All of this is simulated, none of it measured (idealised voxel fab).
Presented below is a process module, voxel wiring stack.
Xsec cut, 180 nm wide, square cell size 5 nm.
Cross-section layout: square cells on a grid; listed as bands, top to bottom; a band spans one or more cell rows.
Per band: top height and bottom height in nm, followed by the left-to-right materials and their widths in nm; "all across" marks a single material spanning edge to edge, "blank" marks empty space.
Height 0 is the level under which the wafer as received is all one material. The lowest band goes on downwards, as in "0 down".
When a width is written as two numbers, as in "30->40", the first number is the width in the top row of cells of the band and the second is the width in its bottom row, and the width changes by the same amount from each row to the next.
"no alterations made" -> step changed no cross-section cell.
The label "Internal closed voids" introduces a list of the empty spaces, 8 cells or larger, that have no open way up to the top; each entry in it reads width x height at distance, where the distance is taken from the left edge and all three are stated in nm.
Text after the settings on a step's line: the simulator's own remark on that step.
What "overlay nm" on a step's line means: if the step has a mask, that mask lay this far to the right of its planned place, or, when the value is negative, to the left.

Process steps foreseen in the plan
1. RECEIVE: material Si
2. CONFORMAL_DEP: material SiO2, thk nm 10
3. DIRECTIONAL_DEP: material TiN, thk nm 5
4. DIRECTIONAL_DEP: material Ru, thk nm 15
5. DIRECTIONAL_DEP: material aC, thk nm 15
6. PATTERN: tone cover, mask id METAL_1, material resist, width nm 20, pitch nm 50, thk nm 35, overlay nm 0
7. DIRECTIONAL_ETCH: etch materials aC, depth nm 15
8. STRIP: etch materials resist
9. DIRECTIONAL_ETCH: etch materials Ru, depth nm 15
10. DIRECTIONAL_ETCH: etch materials TiN, depth nm 5
11. STRIP: etch materials aC
12. FILL_DEP: material SiO2, thk nm 10
13. CMP: height nm 30
14. CONFORMAL_DEP: material SiCN, thk nm 5
15. DIRECTIONAL_DEP: material lowk, thk nm 15
16. MASKED_ETCH: tone open, mask id PLUG_1, width nm 15, pitch nm 100, etch materials lowk, depth nm 15, overlay nm 0
17. MASKED_ETCH: tone open, mask id PLUG_1, width nm 15, pitch nm 100, etch materials SiCN, depth nm 5, overlay nm 0
18. CONFORMAL_DEP: material TiN, thk nm 5
19. FILL_DEP: material Cu, thk nm 10
20. CMP: height nm 50
21. CONFORMAL_DEP: material SiCN, thk nm 5
22. DIRECTIONAL_DEP: material SiO2, thk nm 15
23. MASKED_ETCH: tone open, mask id METAL_2, width nm 20, pitch nm 50, etch materials SiO2, depth nm 15, overlay nm 0
24. MASKED_ETCH: tone open, mask id METAL_2, width nm 20, pitch nm 50, etch materials SiCN, depth nm 5, overlay nm 0
25. CONFORMAL_DEP: material TiN, thk nm 5
26. FILL_DEP: material Ru, thk nm 5
27. CMP: height nm 70
28. CONFORMAL_DEP: material SiCN, thk nm 5
29. DIRECTIONAL_DEP: material SiO2, thk nm 15
30. MASKED_ETCH: tone open, mask id PLUG_2, width nm 15, pitch nm 100, etch materials SiO2, depth nm 15, overlay nm 0
31. MASKED_ETCH: tone open, mask id PLUG_2, width nm 15, pitch nm 100, etch materials SiCN, depth nm 5, overlay nm 0
32. EPI: material Ru, thk nm 10
33. EPI: material Ru, thk nm 10
34. CONFORMAL_DEP: material SiN, thk nm 5
35. DIRECTIONAL_DEP: material lowk, thk nm 15
36. MASKED_ETCH: tone open, mask id METAL_3, width nm 20, pitch nm 50, etch materials lowk, depth nm 15, overlay nm 0
37. MASKED_ETCH: tone open, mask id METAL_3, width nm 20, pitch nm 50, etch materials SiN, depth nm 5, overlay nm 0
38. CONFORMAL_DEP: material TiN, thk nm 5
39. FILL_DEP: material Cu, thk nm 10
40. CMP: height nm 110
41. EPI: material Ru, thk nm 5
42. FILL_DEP: material SiCN, thk nm 5
43. DIRECTIONAL_DEP: material SiO2, thk nm 25
44. MASKED_ETCH: tone open, mask id METAL_4, width nm 20, pitch nm 50, etch materials SiO2, depth nm 15, overlay nm 0
45. MASKED_ETCH: tone open, mask id METAL_4_HOLES, width nm 15, pitch nm 50, etch materials SiO2, depth nm 10, overlay nm 0
46. MASKED_ETCH: tone open, mask id METAL_4_HOLES, width nm 15, pitch nm 50, etch materials SiCN, depth nm 5, overlay nm 0
47. CONFORMAL_DEP: material TiN, thk nm 5
48. FILL_DEP: material Cu, thk nm 10
49. CMP: height nm 145
50. CONFORMAL_DEP: material SiN, thk nm 5

As-received state of the wafer in cross-section, equivalent to post-step 1
0 down | Si all across
Internal closed voids: none

Here's the cross-section of the first of our two wafers at the end of the module - it ran as planned
150 to 145 | SiN all across
145 to 135 | 30 SiO2, then 5 TiN, then 10 Cu, then 5 TiN, then 30 SiO2, then 5 TiN, then 10 Cu, then 5 TiN, then 30 SiO2, then 5 TiN, then 10 Cu, then 5 TiN, then 30 SiO2
135 to 130 | 30 SiO2, then 5 TiN, then 5 Cu, then 10 TiN, then 30 SiO2, then 5 TiN, then 5 Cu, then 10 TiN, then 30 SiO2, then 5 TiN, then 5 Cu, then 10 TiN, then 30 SiO2
130 to 120 | 30 SiO2, then 5 TiN, then 5 Cu, then 5 TiN, then 35 SiO2, then 5 TiN, then 5 Cu, then 5 TiN, then 35 SiO2, then 5 TiN, then 5 Cu, then 5 TiN, then 35 SiO2
120 to 115 | 30 SiCN, then 15 TiN, then 35 SiCN, then 15 TiN, then 35 SiCN, then 15 TiN, then 35 SiCN
115 to 110 | 25 SiCN, then 30 Ru, then 20 SiCN, then 30 Ru, then 20 SiCN, then 30 Ru, then 25 SiCN
110 to 95 | 30 lowk, then 5 TiN, then 10 Cu, then 5 TiN, then 30 lowk, then 5 TiN, then 10 Cu, then 5 TiN, then 30 lowk, then 5 TiN, then 10 Cu, then 5 TiN, then 30 lowk
95 to 90 | 30 SiN, then 20 TiN, then 30 SiN, then 20 TiN, then 30 SiN, then 20 TiN, then 30 SiN
90 to 75 | 30 SiO2, then 15 Ru, then 85 SiO2, then 15 Ru, then 35 SiO2
75 to 70 | 30 SiCN, then 15 Ru, then 85 SiCN, then 15 Ru, then 35 SiCN
70 to 55 | 30 SiO2, then 5 TiN, then 10 Ru, then 5 TiN, then 30 SiO2, then 5 TiN, then 10 Ru, then 5 TiN, then 30 SiO2, then 5 TiN, then 10 Ru, then 5 TiN, then 30 SiO2
55 to 50 | 30 SiCN, then 20 TiN, then 30 SiCN, then 20 TiN, then 30 SiCN, then 20 TiN, then 30 SiCN
50 to 35 | 30 lowk, then 5 TiN, then 5 Cu, then 5 TiN, then 85 lowk, then 5 TiN, then 5 Cu, then 5 TiN, then 35 lowk
35 to 30 | 30 SiCN, then 15 TiN, then 85 SiCN, then 15 TiN, then 35 SiCN
30 to 15 | 30 SiO2, then 20 Ru, then 30 SiO2, then 20 Ru, then 30 SiO2, then 20 Ru, then 30 SiO2
15 to 10 | 30 SiO2, then 20 TiN, then 30 SiO2, then 20 TiN, then 30 SiO2, then 20 TiN, then 30 SiO2
10 to 0 | SiO2 all across
0 down | Si all across
Internal closed voids: none

Second wafer at the end: like start, like plan, one mistake
150 to 145 | SiN all across
145 to 135 | 30 SiO2, then 5 TiN, then 10 Cu, then 5 TiN, then 30 SiO2, then 5 TiN, then 10 Cu, then 5 TiN, then 30 SiO2, then 5 TiN, then 10 Cu, then 5 TiN, then 30 SiO2
135 to 130 | 30 SiO2, then 5 TiN, then 5 Cu, then 10 TiN, then 30 SiO2, then 5 TiN, then 5 Cu, then 10 TiN, then 30 SiO2, then 5 TiN, then 5 Cu, then 10 TiN, then 30 SiO2
130 to 120 | 30 SiO2, then 5 TiN, then 5 Cu, then 5 TiN, then 35 SiO2, then 5 TiN, then 5 Cu, then 5 TiN, then 35 SiO2, then 5 TiN, then 5 Cu, then 5 TiN, then 35 SiO2
120 to 115 | 30 SiCN, then 15 TiN, then 35 SiCN, then 15 TiN, then 35 SiCN, then 15 TiN, then 35 SiCN
115 to 110 | 25 SiCN, then 30 Ru, then 20 SiCN, then 30 Ru, then 20 SiCN, then 30 Ru, then 25 SiCN
110 to 95 | 30 lowk, then 5 TiN, then 10 Cu, then 5 TiN, then 30 lowk, then 5 TiN, then 10 Cu, then 5 TiN, then 30 lowk, then 5 TiN, then 10 Cu, then 5 TiN, then 30 lowk
95 to 90 | 30 SiN, then 20 TiN, then 30 SiN, then 20 TiN, then 30 SiN, then 20 TiN, then 30 SiN
90 to 75 | 30 SiO2, then 15 Ru, then 85 SiO2, then 15 Ru, then 35 SiO2
75 to 70 | 30 SiCN, then 15 Ru, then 85 SiCN, then 15 Ru, then 35 SiCN
70 to 65 | Ru all across
65 to 60 | 35 TiN, then 10 Ru, then 40 TiN, then 10 Ru, then 40 TiN, then 10 Ru, then 35 TiN
60 to 45 | 30 SiO2, then 5 TiN, then 10 Ru, then 5 TiN, then 30 SiO2, then 5 TiN, then 10 Ru, then 5 TiN, then 30 SiO2, then 5 TiN, then 10 Ru, then 5 TiN, then 30 SiO2
45 to 40 | 30 SiCN, then 20 TiN, then 30 SiCN, then 20 TiN, then 30 SiCN, then 20 TiN, then 30 SiCN
40 to 35 | 30 lowk, then 5 TiN, then 5 Cu, then 5 TiN, then 85 lowk, then 5 TiN, then 5 Cu, then 5 TiN, then 35 lowk
35 to 30 | 30 SiCN, then 15 TiN, then 85 SiCN, then 15 TiN, then 35 SiCN
30 to 15 | 30 SiO2, then 20 Ru, then 30 SiO2, then 20 Ru, then 30 SiO2, then 20 Ru, then 30 SiO2
15 to 10 | 30 SiO2, then 20 TiN, then 30 SiO2, then 20 TiN, then 30 SiO2, then 20 TiN, then 30 SiO2
10 to 0 | SiO2 all across
0 down | Si all across
Internal closed voids: none
Heads up, the wafer didn't run the way we planned it: so step 20 ended up running with a different setting than we planned, it ran as CMP: height nm 40
Once processing is complete, comparing cell counts shows that the second wafer has more or fewer of certain materials than the first: 4 fewer of Cu, 42 more of Ru, 22 more of TiN, 60 fewer of lowk
